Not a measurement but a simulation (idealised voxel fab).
The following process module bears the name voxel released beams.
cross-section cut | 295 nm wide | cells 5 nm
Cross-section layout: square cells on a grid; listed as bands, top to bottom; a band spans one or more cell rows. Heights first: top, then bottom, in nm. Then materials, left to right, each with a width in nm. "full width" on a single material: fills the band edge to edge. "air": empty space. Height is counted from the level 0, under which the received wafer is composed throughout of one material. The lowest of the bands is not closed at the bottom but continues downward, in the notation "from 0 down". Graded width ("30..40"): value in top row of band = first number; value in bottom row = second number; row-to-row change constant. The cross-section has no changed cell in any step marked "nothing was modified". Entry "Unvented internal voids". Content: empty spaces with no open connection to the top, size 8 cells or greater. Each: width x height at distance. Distance: from left edge. Unit: nm. Read whatever lies past the settings on a step's line as the simulator's own remark about the step. On any step carrying a mask, the "overlay nm" setting, if present on the step's line, tells how far right of its planned place the mask lay; negative values point to the left.

## The steps planned for the process are as follows
1 RECEIVE | material Si
2 CONFORMAL_DEP | material Al2O3 | thk nm 5
3 DIRECTIONAL_DEP | material SiO2 | thk nm 20
4 MASKED_ETCH | tone open | mask id ANCHOR | width nm 35 | etch materials SiO2 | depth nm 20 | overlay nm 0
5 CONFORMAL_DEP | material SiN | thk nm 10
6 DIRECTIONAL_DEP | material aC | thk nm 15
7 PATTERN | tone cover | mask id BEAM | material resist | width nm 110 | thk nm 30 | overlay nm 0
8 DIRECTIONAL_ETCH | etch materials aC | depth nm 15
9 STRIP | etch materials resist
10 DIRECTIONAL_ETCH | etch materials SiN | depth nm 10
11 STRIP | etch materials aC
12 STRIP | etch materials SiO2

## Below: the first of two wafers, run as planned

## Here's what the wafer looked like in cross-section when it arrived - that's after step 1
> from 0 down: Si full width
> Unvented internal voids: none

## Cross-section of the wafer subsequent to step 2
> from 5 to 0: Al2O3 full width
> Whatever lies below 0 is exactly as it was before.

## Cross-section of the wafer subsequent to step 3
> from 25 to 5: SiO2 full width
> Whatever lies below 5 is exactly as it was before.

## Cross-section of the wafer subsequent to step 4
> from 25 to 5: 95 nm SiO2, 35 nm air, 165 nm SiO2
> Whatever lies below 5 is exactly as it was before.

## Cross-section of the wafer subsequent to step 5
> from 35 to 25: 105 nm SiN, 15 nm air, 175 nm SiN
> from 25 to 15: 95 nm SiO2, 10 nm SiN, 15 nm air, 10 nm SiN, 165 nm SiO2
> from 15 to 5: 95 nm SiO2, 35 nm SiN, 165 nm SiO2
> Whatever lies below 5 is exactly as it was before.

## Cross-section of the wafer subsequent to step 6
> from 50 to 35: 105 nm aC, 15 nm air, 175 nm aC
> from 35 to 30: 105 nm SiN, 15 nm air, 175 nm SiN
> from 30 to 25: 105 nm SiN, 15 nm aC, 175 nm SiN
> from 25 to 15: 95 nm SiO2, 10 nm SiN, 15 nm aC, 10 nm SiN, 165 nm SiO2
> Whatever lies below 15 is exactly as it was before.

## Cross-section of the wafer subsequent to step 7
> from 80 to 50: 90 nm air, 110 nm resist, 95 nm air
> from 50 to 35: 105 nm aC, 15 nm resist, 175 nm aC
> from 35 to 30: 105 nm SiN, 15 nm resist, 175 nm SiN
> Whatever lies below 30 is exactly as it was before.

## Cross-section of the wafer subsequent to step 8
> from 65 to 50: 90 nm air, 110 nm resist, 95 nm air
> from 50 to 35: 90 nm air, 15 nm aC, 15 nm resist, 80 nm aC, 95 nm air
> Whatever lies below 35 is exactly as it was before.

## Cross-section of the wafer subsequent to step 9
> from 50 to 35: 90 nm air, 15 nm aC, 15 nm air, 80 nm aC, 95 nm air
> from 35 to 30: 105 nm SiN, 15 nm air, 175 nm SiN
> Whatever lies below 30 is exactly as it was before.

## Cross-section of the wafer subsequent to step 10
> from 50 to 35: 90 nm air, 15 nm aC, 15 nm air, 80 nm aC, 95 nm air
> from 35 to 30: 90 nm air, 15 nm SiN, 15 nm air, 80 nm SiN, 95 nm air
> from 30 to 25: 90 nm air, 15 nm SiN, 15 nm aC, 80 nm SiN, 95 nm air
> Whatever lies below 25 is exactly as it was before.

## Cross-section of the wafer subsequent to step 11
> from 35 to 25: 90 nm air, 15 nm SiN, 15 nm air, 80 nm SiN, 95 nm air
> from 25 to 15: 95 nm SiO2, 10 nm SiN, 15 nm air, 10 nm SiN, 165 nm SiO2
> Whatever lies below 15 is exactly as it was before.

## Cross-section of the wafer subsequent to step 12
> from 35 to 25: 90 nm air, 15 nm SiN, 15 nm air, 80 nm SiN, 95 nm air
> from 25 to 15: 95 nm air, 10 nm SiN, 15 nm air, 10 nm SiN, 165 nm air
> from 15 to 5: 95 nm air, 35 nm SiN, 165 nm air
> Whatever lies below 5 is exactly as it was before.

## Second Wafer (Identical Start and Plan, One Processing Error; Matches First Wafer Through Step 11)

## Cross-section of the second wafer corresponding to the planned conclusion of step 12
> from 35 to 25: 90 nm air, 15 nm SiN, 15 nm air, 80 nm SiN, 95 nm air
> from 25 to 15: 95 nm air, 10 nm SiN, 15 nm air, 10 nm SiN, 165 nm air
> from 15 to 5: 95 nm air, 35 nm SiN, 165 nm air
> Whatever lies below 5 is exactly as it was before.
Against the plan, the run slipped here: step 12 in the plan was executed twice
The mistake has no effect on what this model computes, because the two wafers end with the same cross-section.
